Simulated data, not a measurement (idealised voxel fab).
process module | voxel spacer lines
cross-section cut | 225 nm wide | cells 5 nm
A cross-section is a grid of square cells, given in bands from the top down. A band is one or more rows of cells.
Each band's line starts with the height of the band's top and of its bottom, in nm. Then come its materials from left to right, each with its width in nm. One material with "throughout" fills the band from edge to edge. "air" is empty space.
Height 0 is the level under which the wafer as received is all one material. The lowest band goes on downwards, as in "0 down".
A width such as "30 to 40" changes by the same amount from each row of cells to the next, from the band's top row to its bottom row.
"no change" after a step means that no cell of the cross-section changed.
closed voids: empty space of 8 cells or more with no open way to the top, each as width x height at its distance from the left edge, in nm
after a step's settings: what the simulator itself notes on the step
overlay nm, on a step with a mask: how far to the right of its planned place the mask lay; to the left if negative
Each pair below shows a cross-section before one step and the cross-section after it, down to the lowest band that changed. The line under each pair gives the step between them, with its settings. The pairs can come from different runs of this module on the same starting wafer, so a pair continues from the pair above only where its "before" says so.
before
  0 down: Si throughout
  closed voids: none
after
  10 to 0: Al2O3 throughout
  below 0: unchanged
  closed voids: none
the step between: op CONFORMAL_DEP | material Al2O3 | thk nm 10
before: the cross-section after the pair above
after
  20 to 10: polySi throughout
  below 10: unchanged
  closed voids: none
the step between: op DIRECTIONAL_DEP | material polySi | thk nm 10
before: the cross-section after the pair above
after
  45 to 20: aC throughout
  below 20: unchanged
  closed voids: none
the step between: op DIRECTIONAL_DEP | material aC | thk nm 25
before: the cross-section after the pair above
after
  75 to 45: air 65 | resist 25 | air 45 | resist 25 | air 65
  below 45: unchanged
  closed voids: none
the step between: op PATTERN | tone cover | mask id MANDREL | material resist | width nm 25 | pitch nm 70 | thk nm 30 | overlay nm 0
before: the cross-section after the pair above
after
  50 to 45: air 65 | resist 25 | air 45 | resist 25 | air 65
  45 to 20: air 65 | aC 25 | air 45 | aC 25 | air 65
  below 20: unchanged
  closed voids: none
the step between: op DIRECTIONAL_ETCH | etch materials aC | depth nm 25
before: the cross-section after the pair above
after
  45 to 20: air 65 | aC 25 | air 45 | aC 25 | air 65
  below 20: unchanged
  closed voids: none
the step between: op STRIP | etch materials resist
before: the cross-section after the pair above
after
  55 to 45: air 55 | SiO2 45 | air 25 | SiO2 45 | air 55
  45 to 30: air 55 | SiO2 10 | aC 25 | SiO2 10 | air 25 | SiO2 10 | aC 25 | SiO2 10 | air 55
  30 to 20: SiO2 65 | aC 25 | SiO2 45 | aC 25 | SiO2 65
  below 20: unchanged
  closed voids: none
the step between: op CONFORMAL_DEP | material SiO2 | thk nm 10
before: the cross-section after the pair above
after
  45 to 20: air 55 | SiO2 10 | aC 25 | SiO2 10 | air 25 | SiO2 10 | aC 25 | SiO2 10 | air 55
  below 20: unchanged
  closed voids: none
the step between: op DIRECTIONAL_ETCH | etch materials SiO2 | depth nm 10
before: the cross-section after the pair above
after
  45 to 20: air 55 | SiO2 10 | air 25 | SiO2 10 | air 25 | SiO2 10 | air 25 | SiO2 10 | air 55
  below 20: unchanged
  closed voids: none
the step between: op STRIP | etch materials aC
before: the cross-section after the pair above
after
  45 to 20: air 55 | SiO2 10 | air 25 | SiO2 10 | air 25 | SiO2 10 | air 25 | SiO2 10 | air 55
  20 to 10: air 55 | polySi 10 | air 25 | polySi 10 | air 25 | polySi 10 | air 25 | polySi 10 | air 55
  below 10: unchanged
  closed voids: none
the step between: op DIRECTIONAL_ETCH | etch materials polySi | depth nm 10
before: the cross-section after the pair above
after
  20 to 10: air 55 | polySi 10 | air 25 | polySi 10 | air 25 | polySi 10 | air 25 | polySi 10 | air 55
  below 10: unchanged
  closed voids: none
the step between: op STRIP | etch materials SiO2
before
  0 down: Si throughout
  closed voids: none
after
  10 to 0: polySi throughout
  below 0: unchanged
  closed voids: none
the step between: op DIRECTIONAL_DEP | material polySi | thk nm 10
before: the cross-section after the pair above
after
  35 to 10: aC throughout
  below 10: unchanged
  closed voids: none
the step between: op DIRECTIONAL_DEP | material aC | thk nm 25
before: the cross-section after the pair above
after
  65 to 35: air 65 | resist 25 | air 45 | resist 25 | air 65
  below 35: unchanged
  closed voids: none
the step between: op PATTERN | tone cover | mask id MANDREL | material resist | width nm 25 | pitch nm 70 | thk nm 30 | overlay nm 0
before: the cross-section after the pair above
after
  40 to 35: air 65 | resist 25 | air 45 | resist 25 | air 65
  35 to 10: air 65 | aC 25 | air 45 | aC 25 | air 65
  below 10: unchanged
  closed voids: none
the step between: op DIRECTIONAL_ETCH | etch materials aC | depth nm 25
before: the cross-section after the pair above
after
  35 to 10: air 65 | aC 25 | air 45 | aC 25 | air 65
  below 10: unchanged
  closed voids: none
the step between: op STRIP | etch materials resist
before: the cross-section after the pair above
after
  45 to 35: air 55 | SiO2 45 | air 25 | SiO2 45 | air 55
  35 to 20: air 55 | SiO2 10 | aC 25 | SiO2 10 | air 25 | SiO2 10 | aC 25 | SiO2 10 | air 55
  20 to 10: SiO2 65 | aC 25 | SiO2 45 | aC 25 | SiO2 65
  below 10: unchanged
  closed voids: none
the step between: op CONFORMAL_DEP | material SiO2 | thk nm 10
before: the cross-section after the pair above
after
  35 to 10: air 55 | SiO2 10 | aC 25 | SiO2 10 | air 25 | SiO2 10 | aC 25 | SiO2 10 | air 55
  below 10: unchanged
  closed voids: none
the step between: op DIRECTIONAL_ETCH | etch materials SiO2 | depth nm 10
before: the cross-section after the pair above
after
  35 to 10: air 55 | SiO2 10 | air 25 | SiO2 10 | air 25 | SiO2 10 | air 25 | SiO2 10 | air 55
  below 10: unchanged
  closed voids: none
the step between: op STRIP | etch materials aC
before: the cross-section after the pair above
after
  35 to 10: air 55 | SiO2 10 | air 25 | SiO2 10 | air 25 | SiO2 10 | air 25 | SiO2 10 | air 55
  10 to 0: air 55 | polySi 10 | air 25 | polySi 10 | air 25 | polySi 10 | air 25 | polySi 10 | air 55
  below 0: unchanged
  closed voids: none
the step between: op DIRECTIONAL_ETCH | etch materials polySi | depth nm 10
before: the cross-section after the pair above
after
  10 to 0: air 55 | polySi 10 | air 25 | polySi 10 | air 25 | polySi 10 | air 25 | polySi 10 | air 55
  below 0: unchanged
  closed voids: none
the step between: op STRIP | etch materials SiO2
before
  10 to 0: Al2O3 throughout
  0 down: Si throughout
  closed voids: none
after
  35 to 10: aC throughout
  below 10: unchanged
  closed voids: none
the step between: op DIRECTIONAL_DEP | material aC | thk nm 25
before: the cross-section after the pair above
after
  45 to 35: polySi throughout
  below 35: unchanged
  closed voids: none
the step between: op DIRECTIONAL_DEP | material polySi | thk nm 10
before: the cross-section after the pair above
after
  75 to 45: air 65 | resist 25 | air 45 | resist 25 | air 65
  below 45: unchanged
  closed voids: none
the step between: op PATTERN | tone cover | mask id MANDREL | material resist | width nm 25 | pitch nm 70 | thk nm 30 | overlay nm 0
before: the cross-section after the pair above
after
  50 to 45: air 65 | resist 25 | air 45 | resist 25 | air 65
  below 45: unchanged
  closed voids: none
the step between: op DIRECTIONAL_ETCH | etch materials aC | depth nm 25
before: the cross-section after the pair above
after
  45 to 35: polySi throughout
  below 35: unchanged
  closed voids: none
the step between: op STRIP | etch materials resist
before: the cross-section after the pair above
after
  55 to 45: SiO2 throughout
  below 45: unchanged
  closed voids: none
the step between: op CONFORMAL_DEP | material SiO2 | thk nm 10
before: the cross-section after the pair above
after
  45 to 35: polySi throughout
  below 35: unchanged
  closed voids: none
the step between: op DIRECTIONAL_ETCH | etch materials SiO2 | depth nm 10
before: the cross-section after the pair above
after
  35 to 10: aC throughout
  below 10: unchanged
  closed voids: none
the step between: op DIRECTIONAL_ETCH | etch materials polySi | depth nm 10
before
  10 to 0: Al2O3 throughout
  0 down: Si throughout
  closed voids: none
after
  15 to 10: polySi throughout
  below 10: unchanged
  closed voids: none
the step between: op DIRECTIONAL_DEP | material polySi | thk nm 5
before: the cross-section after the pair above
after
  40 to 15: aC throughout
  below 15: unchanged
  closed voids: none
the step between: op DIRECTIONAL_DEP | material aC | thk nm 25
before: the cross-section after the pair above
after
  70 to 40: air 65 | resist 25 | air 45 | resist 25 | air 65
  below 40: unchanged
  closed voids: none
the step between: op PATTERN | tone cover | mask id MANDREL | material resist | width nm 25 | pitch nm 70 | thk nm 30 | overlay nm 0
before: the cross-section after the pair above
after
  45 to 40: air 65 | resist 25 | air 45 | resist 25 | air 65
  40 to 15: air 65 | aC 25 | air 45 | aC 25 | air 65
  below 15: unchanged
  closed voids: none
the step between: op DIRECTIONAL_ETCH | etch materials aC | depth nm 25
before: the cross-section after the pair above
after
  40 to 15: air 65 | aC 25 | air 45 | aC 25 | air 65
  below 15: unchanged
  closed voids: none
the step between: op STRIP | etch materials resist
before: the cross-section after the pair above
after
  50 to 40: air 55 | SiO2 45 | air 25 | SiO2 45 | air 55
  40 to 25: air 55 | SiO2 10 | aC 25 | SiO2 10 | air 25 | SiO2 10 | aC 25 | SiO2 10 | air 55
  25 to 15: SiO2 65 | aC 25 | SiO2 45 | aC 25 | SiO2 65
  below 15: unchanged
  closed voids: none
the step between: op CONFORMAL_DEP | material SiO2 | thk nm 10
before: the cross-section after the pair above
after
  40 to 15: air 55 | SiO2 10 | aC 25 | SiO2 10 | air 25 | SiO2 10 | aC 25 | SiO2 10 | air 55
  below 15: unchanged
  closed voids: none
the step between: op DIRECTIONAL_ETCH | etch materials SiO2 | depth nm 10
before: the cross-section after the pair above
after
  40 to 15: air 55 | SiO2 10 | air 25 | SiO2 10 | air 25 | SiO2 10 | air 25 | SiO2 10 | air 55
  below 15: unchanged
  closed voids: none
the step between: op STRIP | etch materials aC
before: the cross-section after the pair above
after
  40 to 15: air 55 | SiO2 10 | air 25 | SiO2 10 | air 25 | SiO2 10 | air 25 | SiO2 10 | air 55
  15 to 10: air 55 | polySi 10 | air 25 | polySi 10 | air 25 | polySi 10 | air 25 | polySi 10 | air 55
  below 10: unchanged
  closed voids: none
the step between: op DIRECTIONAL_ETCH | etch materials polySi | depth nm 10
before: the cross-section after the pair above
after
  15 to 10: air 55 | polySi 10 | air 25 | polySi 10 | air 25 | polySi 10 | air 25 | polySi 10 | air 55
  below 10: unchanged
  closed voids: none
the step between: op STRIP | etch materials SiO2
before
  45 to 20: aC throughout
  20 to 10: polySi throughout
  10 to 0: Al2O3 throughout
  0 down: Si throughout
  closed voids: none
after
  75 to 45: air 65 | resist 30 | air 40 | resist 30 | air 60
  below 45: unchanged
  closed voids: none
the step between: op PATTERN | tone cover | mask id MANDREL | material resist | width nm 30 | pitch nm 70 | thk nm 30 | overlay nm 0
before: the cross-section after the pair above
after
  50 to 45: air 65 | resist 30 | air 40 | resist 30 | air 60
  45 to 20: air 65 | aC 30 | air 40 | aC 30 | air 60
  below 20: unchanged
  closed voids: none
the step between: op DIRECTIONAL_ETCH | etch materials aC | depth nm 25
before: the cross-section after the pair above
after
  45 to 20: air 65 | aC 30 | air 40 | aC 30 | air 60
  below 20: unchanged
  closed voids: none
the step between: op STRIP | etch materials resist
before: the cross-section after the pair above
after
  55 to 45: air 55 | SiO2 50 | air 20 | SiO2 50 | air 50
  45 to 30: air 55 | SiO2 10 | aC 30 | SiO2 10 | air 20 | SiO2 10 | aC 30 | SiO2 10 | air 50
  30 to 20: SiO2 65 | aC 30 | SiO2 40 | aC 30 | SiO2 60
  below 20: unchanged
  closed voids: none
the step between: op CONFORMAL_DEP | material SiO2 | thk nm 10
before: the cross-section after the pair above
after
  45 to 20: air 55 | SiO2 10 | aC 30 | SiO2 10 | air 20 | SiO2 10 | aC 30 | SiO2 10 | air 50
  below 20: unchanged
  closed voids: none
the step between: op DIRECTIONAL_ETCH | etch materials SiO2 | depth nm 10
before: the cross-section after the pair above
after
  45 to 20: air 55 | SiO2 10 | air 30 | SiO2 10 | air 20 | SiO2 10 | air 30 | SiO2 10 | air 50
  below 20: unchanged
  closed voids: none
the step between: op STRIP | etch materials aC
before: the cross-section after the pair above
after
  45 to 20: air 55 | SiO2 10 | air 30 | SiO2 10 | air 20 | SiO2 10 | air 30 | SiO2 10 | air 50
  20 to 10: air 55 | polySi 10 | air 30 | polySi 10 | air 20 | polySi 10 | air 30 | polySi 10 | air 50
  below 10: unchanged
  closed voids: none
the step between: op DIRECTIONAL_ETCH | etch materials polySi | depth nm 10
before: the cross-section after the pair above
after
  20 to 10: air 55 | polySi 10 | air 30 | polySi 10 | air 20 | polySi 10 | air 30 | polySi 10 | air 50
  below 10: unchanged
  closed voids: none
the step between: op STRIP | etch materials SiO2
before
  45 to 20: aC throughout
  20 to 10: polySi throughout
  10 to 0: Al2O3 throughout
  0 down: Si throughout
  closed voids: none
after
  75 to 45: air 75 | resist 25 | air 45 | resist 25 | air 55
  below 45: unchanged
  closed voids: none
the step between: op PATTERN | tone cover | mask id MANDREL | material resist | width nm 25 | pitch nm 70 | thk nm 30 | overlay nm 10
before: the cross-section after the pair above
after
  50 to 45: air 75 | resist 25 | air 45 | resist 25 | air 55
  45 to 20: air 75 | aC 25 | air 45 | aC 25 | air 55
  below 20: unchanged
  closed voids: none
the step between: op DIRECTIONAL_ETCH | etch materials aC | depth nm 25
before: the cross-section after the pair above
after
  45 to 20: air 75 | aC 25 | air 45 | aC 25 | air 55
  below 20: unchanged
  closed voids: none
the step between: op STRIP | etch materials resist
before: the cross-section after the pair above
after
  55 to 45: air 65 | SiO2 45 | air 25 | SiO2 45 | air 45
  45 to 30: air 65 | SiO2 10 | aC 25 | SiO2 10 | air 25 | SiO2 10 | aC 25 | SiO2 10 | air 45
  30 to 20: SiO2 75 | aC 25 | SiO2 45 | aC 25 | SiO2 55
  below 20: unchanged
  closed voids: none
the step between: op CONFORMAL_DEP | material SiO2 | thk nm 10
before: the cross-section after the pair above
after
  45 to 20: air 65 | SiO2 10 | aC 25 | SiO2 10 | air 25 | SiO2 10 | aC 25 | SiO2 10 | air 45
  below 20: unchanged
  closed voids: none
the step between: op DIRECTIONAL_ETCH | etch materials SiO2 | depth nm 10
before: the cross-section after the pair above
after
  45 to 20: air 65 | SiO2 10 | air 25 | SiO2 10 | air 25 | SiO2 10 | air 25 | SiO2 10 | air 45
  below 20: unchanged
  closed voids: none
the step between: op STRIP | etch materials aC
before: the cross-section after the pair above
after
  45 to 20: air 65 | SiO2 10 | air 25 | SiO2 10 | air 25 | SiO2 10 | air 25 | SiO2 10 | air 45
  20 to 10: air 65 | polySi 10 | air 25 | polySi 10 | air 25 | polySi 10 | air 25 | polySi 10 | air 45
  below 10: unchanged
  closed voids: none
the step between: op DIRECTIONAL_ETCH | etch materials polySi | depth nm 10
before: the cross-section after the pair above
after
  20 to 10: air 65 | polySi 10 | air 25 | polySi 10 | air 25 | polySi 10 | air 25 | polySi 10 | air 45
  below 10: unchanged
  closed voids: none
the step between: op STRIP | etch materials SiO2
before
  45 to 20: air 65 | aC 25 | air 45 | aC 25 | air 65
  20 to 10: polySi throughout
  10 to 0: Al2O3 throughout
  0 down: Si throughout
  closed voids: none
after
  55 to 45: air 55 | polySi 45 | air 25 | polySi 45 | air 55
  45 to 30: air 55 | polySi 10 | aC 25 | polySi 10 | air 25 | polySi 10 | aC 25 | polySi 10 | air 55
  30 to 20: polySi 65 | aC 25 | polySi 45 | aC 25 | polySi 65
  below 20: unchanged
  closed voids: none
the step between: op CONFORMAL_DEP | material polySi | thk nm 10
before: the cross-section after the pair above
after
  45 to 20: air 55 | polySi 10 | aC 25 | polySi 10 | air 25 | polySi 10 | aC 25 | polySi 10 | air 55
  below 20: unchanged
  closed voids: none
the step between: op DIRECTIONAL_ETCH | etch materials polySi | depth nm 10
before
  45 to 20: aC throughout
  20 to 10: polySi throughout
  10 to 0: Al2O3 throughout
  0 down: Si throughout
  closed voids: none
after
  75 to 45: resist 65 | air 25 | resist 45 | air 25 | resist 65
  below 45: unchanged
  closed voids: none
the step between: op PATTERN | tone open | mask id MANDREL | material resist | width nm 25 | pitch nm 70 | thk nm 30 | overlay nm 0
before: the cross-section after the pair above
after
  50 to 45: resist 65 | air 25 | resist 45 | air 25 | resist 65
  45 to 20: aC 65 | air 25 | aC 45 | air 25 | aC 65
  below 20: unchanged
  closed voids: none
the step between: op DIRECTIONAL_ETCH | etch materials aC | depth nm 25
before: the cross-section after the pair above
after
  45 to 20: aC 65 | air 25 | aC 45 | air 25 | aC 65
  below 20: unchanged
  closed voids: none
the step between: op STRIP | etch materials resist
before: the cross-section after the pair above
after
  55 to 45: SiO2 75 | air 5 | SiO2 65 | air 5 | SiO2 75
  45 to 30: aC 65 | SiO2 10 | air 5 | SiO2 10 | aC 45 | SiO2 10 | air 5 | SiO2 10 | aC 65
  30 to 20: aC 65 | SiO2 25 | aC 45 | SiO2 25 | aC 65
  below 20: unchanged
  closed voids: none
the step between: op CONFORMAL_DEP | material SiO2 | thk nm 10
before: the cross-section after the pair above
after
  45 to 20: aC 65 | SiO2 10 | air 5 | SiO2 10 | aC 45 | SiO2 10 | air 5 | SiO2 10 | aC 65
  below 20: unchanged
  closed voids: none
the step between: op DIRECTIONAL_ETCH | etch materials SiO2 | depth nm 10
before: the cross-section after the pair above
after
  45 to 20: air 65 | SiO2 10 | air 5 | SiO2 10 | air 45 | SiO2 10 | air 5 | SiO2 10 | air 65
  below 20: unchanged
  closed voids: none
the step between: op STRIP | etch materials aC
before: the cross-section after the pair above
after
  45 to 20: air 65 | SiO2 10 | air 5 | SiO2 10 | air 45 | SiO2 10 | air 5 | SiO2 10 | air 65
  20 to 10: air 65 | polySi 10 | air 5 | polySi 10 | air 45 | polySi 10 | air 5 | polySi 10 | air 65
  below 10: unchanged
  closed voids: none
the step between: op DIRECTIONAL_ETCH | etch materials polySi | depth nm 10
before: the cross-section after the pair above
after
  20 to 10: air 65 | polySi 10 | air 5 | polySi 10 | air 45 | polySi 10 | air 5 | polySi 10 | air 65
  below 10: unchanged
  closed voids: none
the step between: op STRIP | etch materials SiO2
